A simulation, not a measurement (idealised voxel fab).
Title: Process Module voxel gate over fins
Cross-section cut spans 180 nm and uses square cells 5 nm in size.
In what follows, cross-sections appear as grids of square cells, described through bands that run from the top down, where every band is one or more rows of cells. First you get the band's top height and its bottom height, in nm, and then the materials it's made of, left to right, with each width in nm. If you see a single material with "everywhere", that one covers the band edge to edge. "air" is empty space. Basically, 0 is our baseline, since under it the wafer straight out of the box is all one material. The bottom band has no lower end and keeps on going down, so it looks like "0 nm and below". Width: "30 to 40" (first number = top row, second number = bottom row, same change from row to row of cells). "nothing got changed" after a step means that no cell of the cross-section changed. "Sealed void listing" contains a list of empty spaces, each no smaller than 8 cells and without an open way to the top, written in the form width x height at distance with the distance from the left edge and all three in nm. That trailing text on a step's line, after the settings, is the simulator's own remark on the step. overlay nm, on a step with a mask: how far to the right of its planned place the mask lay; to the left if negative.
Steps planned for the process
1 RECEIVE, material Si
2 CONFORMAL_DEP, material SiN, thk nm 5
3 DIRECTIONAL_DEP, material aC, thk nm 15
4 PATTERN, tone cover, mask id FINS, material resist, width nm 15, pitch nm 40, thk nm 35, overlay nm 0
5 DIRECTIONAL_ETCH, etch materials aC, depth nm 15
6 STRIP, etch materials resist
7 DIRECTIONAL_ETCH, etch materials SiN, depth nm 5
8 DIRECTIONAL_ETCH, etch materials Si, depth nm 30
9 STRIP, etch materials aC
10 FILL_DEP, material SiO2, thk nm 10
11 CMP, height nm 5
12 SELECTIVE_ETCH, etch materials SiO2, depth nm 15
13 STRIP, etch materials SiN
14 CONFORMAL_DEP, material HfO2, thk nm 5
15 CONFORMAL_DEP, material TiN, thk nm 5
16 FILL_DEP, material W, thk nm 10
17 CMP, height nm 15
18 CONFORMAL_DEP, material SiCN, thk nm 5
What sets these wafers apart? The width nm at step 4. They all start alike, and the plan carries the first wafer's value.
Cross-sectional view of the first of several wafers in the as-received condition, corresponding to the state following step 1
0 nm and below = Si everywhere
Sealed void listing: none
Note: the following table is arranged by wafer, a row apiece. Each row reports the end-of-module state: per material, cells gained (+) or cells lost (-) compared with the wafer as received; closed voids follow
width nm 15 | +52 HfO2 | -144 Si | +36 SiCN | +96 SiO2 | +52 TiN | +52 W | Sealed void listing: none
width nm 20 | +52 HfO2 | -120 Si | +36 SiCN | +80 SiO2 | +52 TiN | +44 W | Sealed void listing: none
width nm 25 | +52 HfO2 | -96 Si | +36 SiCN | +64 SiO2 | +46 TiN | +42 W | Sealed void listing: none
